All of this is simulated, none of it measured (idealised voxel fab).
process module | voxel self aligned vias
cross-section cut | 265 nm wide | cells 5 nm
A cross-section is a grid of square cells, given in bands from the top down. A band is one or more rows of cells.
Each band's line starts with the height of the band's top and of its bottom, in nm. Then come its materials from left to right, each with its width in nm. One material with "throughout" fills the band from edge to edge. "air" is empty space.
Height 0 is the level under which the wafer as received is all one material. The lowest band goes on downwards, as in "0 down".
A width such as "30 to 40" changes by the same amount from each row of cells to the next, from the band's top row to its bottom row.
"no change" after a step means that no cell of the cross-section changed.
closed voids: empty space of 8 cells or more with no open way to the top, each as width x height at its distance from the left edge, in nm
after a step's settings: what the simulator itself notes on the step
overlay nm, on a step with a mask: how far to the right of its planned place the mask lay; to the left if negative
plan
1 op RECEIVE | material Si
2 op CONFORMAL_DEP | material SiO2 | thk nm 10
3 op CONFORMAL_DEP | material SiCN | thk nm 5
4 op DIRECTIONAL_DEP | material SiO2 | thk nm 25
5 op MASKED_ETCH | tone open | mask id LINES | width nm 25 | pitch nm 60 | etch materials SiO2 | depth nm 25 | overlay nm 0
6 op CONFORMAL_DEP | material TiN | thk nm 5
7 op FILL_DEP | material W | thk nm 10
8 op CMP | height nm 40
9 op SELECTIVE_ETCH | etch materials W Ru TiN | depth nm 5
10 op FILL_DEP | material SiN | thk nm 10
11 op CMP | height nm 40
12 op DIRECTIONAL_DEP | material SiO2 | thk nm 20
13 op PATTERN | tone open | mask id VIAS | material resist | width nm 35 | pitch nm 120 | thk nm 20 | overlay nm 0
14 op DIRECTIONAL_ETCH | etch materials SiO2 | depth nm 20
15 op DIRECTIONAL_ETCH | etch materials SiN | depth nm 5
16 op STRIP | etch materials resist
17 op CONFORMAL_DEP | material TiN | thk nm 5
18 op FILL_DEP | material Ru | thk nm 5
19 op CMP | height nm 60
20 op CONFORMAL_DEP | material SiN | thk nm 5
as received, after step 1
  0 down: Si throughout
  closed voids: none
first wafer at the end, as planned
  65 to 60: SiN throughout
  60 to 45: SiO2 55 | TiN 5 | Ru 25 | TiN 5 | SiO2 85 | TiN 5 | Ru 25 | TiN 5 | SiO2 55
  45 to 40: SiO2 55 | TiN 10 | Ru 15 | TiN 10 | SiO2 85 | TiN 10 | Ru 15 | TiN 10 | SiO2 55
  40 to 35: SiO2 60 | TiN 25 | SiO2 35 | SiN 25 | SiO2 35 | TiN 25 | SiO2 60
  35 to 20: SiO2 60 | TiN 5 | W 15 | TiN 5 | SiO2 35 | TiN 5 | W 15 | TiN 5 | SiO2 35 | TiN 5 | W 15 | TiN 5 | SiO2 60
  20 to 15: SiO2 60 | TiN 25 | SiO2 35 | TiN 25 | SiO2 35 | TiN 25 | SiO2 60
  15 to 10: SiCN throughout
  10 to 0: SiO2 throughout
  0 down: Si throughout
  closed voids: none
second wafer at the end: like start, like plan, one mistake
  65 to 60: SiN throughout
  60 to 45: SiO2 55 | TiN 5 | Ru 25 | TiN 5 | SiO2 85 | TiN 5 | Ru 25 | TiN 5 | SiO2 55
  45 to 40: SiO2 55 | TiN 10 | Ru 15 | TiN 10 | SiO2 85 | TiN 10 | Ru 15 | TiN 10 | SiO2 55
  40 to 35: SiO2 60 | TiN 25 | SiO2 35 | SiN 25 | SiO2 35 | TiN 25 | SiO2 60
  35 to 20: SiO2 60 | TiN 5 | W 15 | TiN 5 | SiO2 35 | TiN 5 | W 15 | TiN 5 | SiO2 35 | TiN 5 | W 15 | TiN 5 | SiO2 60
  20 to 15: SiO2 60 | TiN 25 | SiO2 35 | TiN 25 | SiO2 35 | TiN 25 | SiO2 60
  15 to 5: SiO2 throughout
  5 to 0: SiCN throughout
  0 down: Si throughout
  closed voids: none
what went wrong: steps 2 and 3 were swapped
at the end the second wafer has, in cells: as many of each material as the first, in other places
